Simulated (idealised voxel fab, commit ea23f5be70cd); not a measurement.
Name of the process module below: voxel double patterning
FYI the section here is cut, 210 nm wide, cells are 5 nm squares.
Cross-sections here: square-cell grids, written as top-down lists of bands, a band being one or more rows of cells.
Top height, bottom height, nm. Materials left to right, width each, nm. Single material + "all across" = fills band edge to edge. "air" = empty.
Basically, 0 is our baseline, since under it the wafer straight out of the box is all one material. The bottom band has no lower end and keeps on going down, so it looks like "0 nm and below".
Width "30->40": first value at the band's top row of cells, second value at its bottom row, equal change from row to row.
Where a step carries "no modifications", the cross-section came out of it unchanged, cell for cell.
"Enclosed internal voids" enumerates empty spaces isolated from the top, with no open way to it, that contain at least 8 cells, giving each as width x height at distance from the left edge, all three in nm.
Anything after a step's settings on that line? It's the simulator's own note about the step.
What "overlay nm" on a step's line means: if the step has a mask, that mask lay this far to the right of its planned place, or, when the value is negative, to the left.
[Here's what the planned process steps look like]
1: RECEIVE: material Si
2: CONFORMAL_DEP: material SiO2, thk nm 10
3: DIRECTIONAL_DEP: material polySi, thk nm 10
4: DIRECTIONAL_DEP: material SiCN, thk nm 5
5: DIRECTIONAL_DEP: material aC, thk nm 10
6: PATTERN: tone open, mask id FIRST, material resist, width nm 15, pitch nm 50, thk nm 30, overlay nm 0
7: DIRECTIONAL_ETCH: etch materials aC, depth nm 10
8: STRIP: etch materials resist
9: DIRECTIONAL_ETCH: etch materials SiCN, depth nm 5
10: STRIP: etch materials aC
11: MASKED_ETCH: tone open, mask id SECOND, width nm 15, pitch nm 50, etch materials SiCN, depth nm 5, overlay nm 0
12: DIRECTIONAL_ETCH: etch materials polySi, depth nm 10
13: STRIP: etch materials SiCN
[First wafer of two (run as planned)]
[The cross-section here shows the wafer as received, i.e. in its state after step 1]
    0 nm and below = Si all across
    Enclosed internal voids: none
[Wafer xsec, post step 2]
    10 nm to 0 nm = SiO2 all across
    Under the height 0 nothing was changed.
[Wafer xsec, post step 3]
    20 nm to 10 nm = polySi all across
    Under the height 10 nothing was changed.
[Wafer xsec, post step 4]
    25 nm to 20 nm = SiCN all across
    Under the height 20 nothing was changed.
[Wafer xsec, post step 5]
    35 nm to 25 nm = aC all across
    Under the height 25 nothing was changed.
[Wafer xsec, post step 6]
    65 nm to 35 nm = resist=45, air=15, resist=35, air=15, resist=35, air=15, resist=50
    Under the height 35 nothing was changed.
[Wafer xsec, post step 7]
    55 nm to 35 nm = resist=45, air=15, resist=35, air=15, resist=35, air=15, resist=50
    35 nm to 25 nm = aC=45, air=15, aC=35, air=15, aC=35, air=15, aC=50
    Under the height 25 nothing was changed.
[Wafer xsec, post step 8]
    35 nm to 25 nm = aC=45, air=15, aC=35, air=15, aC=35, air=15, aC=50
    Under the height 25 nothing was changed.
[Wafer xsec, post step 9]
    35 nm to 25 nm = aC=45, air=15, aC=35, air=15, aC=35, air=15, aC=50
    25 nm to 20 nm = SiCN=45, air=15, SiCN=35, air=15, SiCN=35, air=15, SiCN=50
    Under the height 20 nothing was changed.
[Wafer xsec, post step 10]
    25 nm to 20 nm = SiCN=45, air=15, SiCN=35, air=15, SiCN=35, air=15, SiCN=50
    Under the height 20 nothing was changed.
[Wafer xsec, post step 11]
    25 nm to 20 nm = SiCN=45, air=15, SiCN=10, air=15, SiCN=10, air=15, SiCN=10, air=15, SiCN=10, air=15, SiCN=50
    Under the height 20 nothing was changed.
[Wafer xsec, post step 12]
    25 nm to 20 nm = SiCN=45, air=15, SiCN=10, air=15, SiCN=10, air=15, SiCN=10, air=15, SiCN=10, air=15, SiCN=50
    20 nm to 10 nm = polySi=45, air=15, polySi=10, air=15, polySi=10, air=15, polySi=10, air=15, polySi=10, air=15, polySi=50
    Under the height 10 nothing was changed.
[Wafer xsec, post step 13]
    20 nm to 10 nm = polySi=45, air=15, polySi=10, air=15, polySi=10, air=15, polySi=10, air=15, polySi=10, air=15, polySi=50
    Under the height 10 nothing was changed.
[The second wafer was prepared from the same starting point and under the same plan as the first; its processing contained one mistake, and it remains indistinguishable from the first wafer up to and including step 5]
[X-section, second wafer, when step 6 was due to finish]
    65 nm to 35 nm = resist=50, air=15, resist=35, air=15, resist=35, air=15, resist=45
    Under the height 35 nothing was changed.
[X-section, second wafer, when step 7 was due to finish]
    55 nm to 35 nm = resist=50, air=15, resist=35, air=15, resist=35, air=15, resist=45
    35 nm to 25 nm = aC=50, air=15, aC=35, air=15, aC=35, air=15, aC=45
    Under the height 25 nothing was changed.
[X-section, second wafer, when step 8 was due to finish]
    35 nm to 25 nm = aC=50, air=15, aC=35, air=15, aC=35, air=15, aC=45
    Under the height 25 nothing was changed.
[X-section, second wafer, when step 9 was due to finish]
    35 nm to 25 nm = aC=50, air=15, aC=35, air=15, aC=35, air=15, aC=45
    25 nm to 20 nm = SiCN=50, air=15, SiCN=35, air=15, SiCN=35, air=15, SiCN=45
    Under the height 20 nothing was changed.
[X-section, second wafer, when step 10 was due to finish]
    25 nm to 20 nm = SiCN=50, air=15, SiCN=35, air=15, SiCN=35, air=15, SiCN=45
    Under the height 20 nothing was changed.
[X-section, second wafer, when step 11 was due to finish]
    25 nm to 20 nm = SiCN=50, air=15, SiCN=5, air=15, SiCN=15, air=15, SiCN=5, air=15, SiCN=15, air=15, SiCN=45
    Under the height 20 nothing was changed.
[X-section, second wafer, when step 12 was due to finish]
    25 nm to 20 nm = SiCN=50, air=15, SiCN=5, air=15, SiCN=15, air=15, SiCN=5, air=15, SiCN=15, air=15, SiCN=45
    20 nm to 10 nm = polySi=50, air=15, polySi=5, air=15, polySi=15, air=15, polySi=5, air=15, polySi=15, air=15, polySi=45
    Under the height 10 nothing was changed.
[X-section, second wafer, when step 13 was due to finish]
    20 nm to 10 nm = polySi=50, air=15, polySi=5, air=15, polySi=15, air=15, polySi=5, air=15, polySi=15, air=15, polySi=45
    Under the height 10 nothing was changed.
Which mistake was made when the wafer was run? step 6 went in with a setting other than planned; the actual run was PATTERN: tone open, mask id FIRST, material resist, width nm 15, pitch nm 50, thk nm 30, overlay nm 5
At the end, each material covers as many cells on the second wafer as it does on the first, though the cells it covers are elsewhere.
